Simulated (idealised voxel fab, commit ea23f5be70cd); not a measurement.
Process module heading - voxel wiring stack
It is cross-section cut that appears here, measuring 210 nm in width, its square cells being 5 nm in size.
Reading order for cross-sections: top band down to bottom band. Underlying form: a grid of square cells. Band size: one or more rows of cells.
Each band's line starts with the height of the band's top and of its bottom, in nm. Then come its materials from left to right, each with its width in nm. One material with "everywhere" fills the band from edge to edge. "blank" is empty space.
Counting heights begins at 0, where everything beneath is, in the wafer as received, one material. The lowest band has no bottom; it goes on downwards, as "0 and below" shows.
Think of "30 to 40" as a width that walks from the first number to the second as you go down the band, top row to bottom row, taking equal-sized steps from row to row.
"remains unaltered" (step): cross-section cells unchanged, all of them.
"Cavities, closed" means: voids of 8 cells or more that are shut off from the top with no open way through. Written width x height at distance, distance from the left edge, in nm.
Text after the settings on a step's line: the simulator's own remark on that step.
Regarding "overlay nm": on a step with a mask, it is the distance the mask lay to the right of its planned place; a negative value places it to the left.
Intended process steps:
1: RECEIVE,material Si
2: CONFORMAL_DEP,material SiO2,thk nm 15
3: DIRECTIONAL_DEP,material TiN,thk nm 5
4: DIRECTIONAL_DEP,material W,thk nm 20
5: DIRECTIONAL_DEP,material aC,thk nm 10
6: PATTERN,tone cover,mask id METAL_1,material resist,width nm 20,pitch nm 40,thk nm 25,overlay nm 0
7: DIRECTIONAL_ETCH,etch materials aC,depth nm 10
8: STRIP,etch materials resist
9: DIRECTIONAL_ETCH,etch materials W,depth nm 20
10: DIRECTIONAL_ETCH,etch materials TiN,depth nm 5
11: STRIP,etch materials aC
12: CONFORMAL_DEP,material SiN,thk nm 5
13: FILL_DEP,material lowk,thk nm 10
14: CMP,height nm 40
15: CONFORMAL_DEP,material SiCN,thk nm 5
16: DIRECTIONAL_DEP,material lowk,thk nm 25
17: PATTERN,tone open,mask id METAL_2,material resist,width nm 20,pitch nm 40,thk nm 15,overlay nm 0
18: DIRECTIONAL_ETCH,etch materials lowk,depth nm 15
19: STRIP,etch materials resist
20: DIRECTIONAL_DEP,material aC,thk nm 15
21: PATTERN,tone open,mask id METAL_2_HOLES,material resist,width nm 15,pitch nm 80,thk nm 30,overlay nm 0
22: DIRECTIONAL_ETCH,etch materials aC,depth nm 15
23: STRIP,etch materials resist
24: DIRECTIONAL_ETCH,etch materials lowk,depth nm 10
25: DIRECTIONAL_ETCH,etch materials SiCN,depth nm 5
26: STRIP,etch materials aC
27: CONFORMAL_DEP,material TiN,thk nm 5
28: FILL_DEP,material Cu,thk nm 10
29: CMP,height nm 70
30: CONFORMAL_DEP,material SiCN,thk nm 5
31: DIRECTIONAL_DEP,material lowk,thk nm 10
32: MASKED_ETCH,tone open,mask id PLUG_2,width nm 15,pitch nm 80,etch materials lowk,depth nm 10,overlay nm 0
33: MASKED_ETCH,tone open,mask id PLUG_2,width nm 15,pitch nm 80,etch materials SiCN,depth nm 5,overlay nm 0
34: CONFORMAL_DEP,material TiN,thk nm 5
35: FILL_DEP,material Cu,thk nm 10
36: CMP,height nm 85
37: CONFORMAL_DEP,material SiN,thk nm 5
38: DIRECTIONAL_DEP,material SiO2,thk nm 20
39: MASKED_ETCH,tone open,mask id METAL_3,width nm 20,pitch nm 40,etch materials SiO2,depth nm 20,overlay nm -15
40: MASKED_ETCH,tone open,mask id METAL_3,width nm 20,pitch nm 40,etch materials SiN,depth nm 5,overlay nm 0
41: CONFORMAL_DEP,material TiN,thk nm 5
42: FILL_DEP,material Cu,thk nm 10
43: CMP,height nm 110
44: CONFORMAL_DEP,material SiCN,thk nm 5
45: DIRECTIONAL_DEP,material lowk,thk nm 35
46: PATTERN,tone open,mask id METAL_4_HOLES,material resist,width nm 15,pitch nm 40,thk nm 20,overlay nm 0
47: DIRECTIONAL_ETCH,etch materials lowk,depth nm 35
48: STRIP,etch materials resist
49: DIRECTIONAL_DEP,material aC,thk nm 10
50: PATTERN,tone open,mask id METAL_4,material resist,width nm 20,pitch nm 40,thk nm 25,overlay nm 0
51: DIRECTIONAL_ETCH,etch materials aC,depth nm 10
52: STRIP,etch materials resist
53: DIRECTIONAL_ETCH,etch materials lowk,depth nm 20
54: DIRECTIONAL_ETCH,etch materials SiCN,depth nm 5
55: STRIP,etch materials aC
56: CONFORMAL_DEP,material TiN,thk nm 5
57: FILL_DEP,material Ru,thk nm 10
58: CMP,height nm 150
59: CONFORMAL_DEP,material SiN,thk nm 5
Variable across wafers: step 39 overlay nm (plan value is that of the first wafer; starting state common to all).
Cross-sectional view of the first of several wafers in the as-received condition, corresponding to the state following step 1:
0 and below: Si everywhere
Cavities, closed: none
First of several wafers: cross-section at the end of the module, after step 59, its last step:
155 down to 150: SiN everywhere
150 down to 135: lowk (55) | TiN (5) | Ru (10) | TiN (5) | lowk (20) | TiN (5) | Ru (10) | TiN (5) | lowk (20) | TiN (5) | Ru (10) | TiN (5) | lowk (55)
135 down to 130: lowk (55) | TiN (5) | Ru (5) | TiN (10) | lowk (20) | TiN (5) | Ru (5) | TiN (10) | lowk (20) | TiN (5) | Ru (5) | TiN (10) | lowk (55)
130 down to 115: lowk (55) | TiN (5) | Ru (5) | TiN (5) | lowk (25) | TiN (5) | Ru (5) | TiN (5) | lowk (25) | TiN (5) | Ru (5) | TiN (5) | lowk (60)
115 down to 110: SiCN (55) | TiN (15) | SiCN (25) | TiN (15) | SiCN (25) | TiN (15) | SiCN (60)
110 down to 95: SiO2 (40) | TiN (5) | Cu (10) | TiN (5) | SiO2 (20) | TiN (5) | Cu (10) | TiN (5) | SiO2 (20) | TiN (5) | Cu (10) | TiN (5) | SiO2 (70)
95 down to 90: SiO2 (40) | TiN (20) | SiO2 (20) | TiN (20) | SiO2 (20) | TiN (20) | SiO2 (70)
90 down to 85: SiN (55) | TiN (5) | SiN (35) | TiN (5) | SiN (35) | TiN (5) | SiN (70)
85 down to 75: lowk (55) | TiN (5) | Cu (5) | TiN (5) | lowk (65) | TiN (5) | Cu (5) | TiN (5) | lowk (60)
75 down to 70: SiCN (55) | TiN (15) | SiCN (65) | TiN (15) | SiCN (60)
70 down to 60: lowk (55) | TiN (5) | Cu (10) | TiN (5) | lowk (20) | TiN (5) | Cu (10) | TiN (5) | lowk (20) | TiN (5) | Cu (10) | TiN (5) | lowk (55)
60 down to 55: lowk (55) | TiN (5) | Cu (5) | TiN (10) | lowk (20) | TiN (20) | lowk (20) | TiN (5) | Cu (5) | TiN (10) | lowk (55)
55 down to 45: lowk (55) | TiN (5) | Cu (5) | TiN (5) | lowk (65) | TiN (5) | Cu (5) | TiN (5) | lowk (60)
45 down to 40: SiCN (55) | TiN (15) | SiCN (65) | TiN (15) | SiCN (60)
40 down to 20: lowk (50) | SiN (5) | W (20) | SiN (5) | lowk (10) | SiN (5) | W (20) | SiN (5) | lowk (10) | SiN (5) | W (20) | SiN (5) | lowk (50)
20 down to 15: SiN (55) | TiN (20) | SiN (20) | TiN (20) | SiN (20) | TiN (20) | SiN (55)
15 down to 0: SiO2 everywhere
0 and below: Si everywhere
Cavities, closed: none
Here's the last wafer cross-sectioned at the end of the module:
155 down to 150: SiN everywhere
150 down to 135: lowk (55) | TiN (5) | Ru (10) | TiN (5) | lowk (20) | TiN (5) | Ru (10) | TiN (5) | lowk (20) | TiN (5) | Ru (10) | TiN (5) | lowk (55)
135 down to 130: lowk (55) | TiN (5) | Ru (5) | TiN (10) | lowk (20) | TiN (5) | Ru (5) | TiN (10) | lowk (20) | TiN (5) | Ru (5) | TiN (10) | lowk (55)
130 down to 115: lowk (55) | TiN (5) | Ru (5) | TiN (5) | lowk (25) | TiN (5) | Ru (5) | TiN (5) | lowk (25) | TiN (5) | Ru (5) | TiN (5) | lowk (60)
115 down to 110: SiCN (55) | TiN (15) | SiCN (25) | TiN (15) | SiCN (25) | TiN (15) | SiCN (60)
110 down to 95: SiO2 (70) | TiN (5) | Cu (10) | TiN (5) | SiO2 (20) | TiN (5) | Cu (10) | TiN (5) | SiO2 (20) | TiN (5) | Cu (10) | TiN (5) | SiO2 (40)
95 down to 90: SiO2 (70) | TiN (20) | SiO2 (20) | TiN (20) | SiO2 (20) | TiN (20) | SiO2 (40)
90 down to 85: SiN (70) | TiN (5) | SiN (35) | TiN (5) | SiN (35) | TiN (5) | SiN (55)
85 down to 75: lowk (55) | TiN (5) | Cu (5) | TiN (5) | lowk (65) | TiN (5) | Cu (5) | TiN (5) | lowk (60)
75 down to 70: SiCN (55) | TiN (15) | SiCN (65) | TiN (15) | SiCN (60)
70 down to 60: lowk (55) | TiN (5) | Cu (10) | TiN (5) | lowk (20) | TiN (5) | Cu (10) | TiN (5) | lowk (20) | TiN (5) | Cu (10) | TiN (5) | lowk (55)
60 down to 55: lowk (55) | TiN (5) | Cu (5) | TiN (10) | lowk (20) | TiN (20) | lowk (20) | TiN (5) | Cu (5) | TiN (10) | lowk (55)
55 down to 45: lowk (55) | TiN (5) | Cu (5) | TiN (5) | lowk (65) | TiN (5) | Cu (5) | TiN (5) | lowk (60)
45 down to 40: SiCN (55) | TiN (15) | SiCN (65) | TiN (15) | SiCN (60)
40 down to 20: lowk (50) | SiN (5) | W (20) | SiN (5) | lowk (10) | SiN (5) | W (20) | SiN (5) | lowk (10) | SiN (5) | W (20) | SiN (5) | lowk (50)
20 down to 15: SiN (55) | TiN (20) | SiN (20) | TiN (20) | SiN (20) | TiN (20) | SiN (55)
15 down to 0: SiO2 everywhere
0 and below: Si everywhere
Cavities, closed: none
Row per wafer, end-of-module: cell gain (+)/loss (-) by material since the wafer came in, then closed voids:
overlay nm -15 | +40 Cu | +30 Ru | +105 SiCN | +135 SiN | +246 SiO2 | +149 TiN | +48 W | +549 lowk | Cavities, closed: none
overlay nm -10 | +40 Cu | +30 Ru | +105 SiCN | +132 SiN | +246 SiO2 | +152 TiN | +48 W | +549 lowk | Cavities, closed: none
overlay nm -5 | +43 Cu | +30 Ru | +105 SiCN | +129 SiN | +246 SiO2 | +152 TiN | +48 W | +549 lowk | Cavities, closed: none
overlay nm 0 | +46 Cu | +30 Ru | +105 SiCN | +126 SiN | +246 SiO2 | +152 TiN | +48 W | +549 lowk | Cavities, closed: none
overlay nm 5 | +43 Cu | +30 Ru | +105 SiCN | +129 SiN | +246 SiO2 | +152 TiN | +48 W | +549 lowk | Cavities, closed: none
overlay nm 10 | +40 Cu | +30 Ru | +105 SiCN | +132 SiN | +246 SiO2 | +152 TiN | +48 W | +549 lowk | Cavities, closed: none
overlay nm 15 | +40 Cu | +30 Ru | +105 SiCN | +135 SiN | +246 SiO2 | +149 TiN | +48 W | +549 lowk | Cavities, closed: none
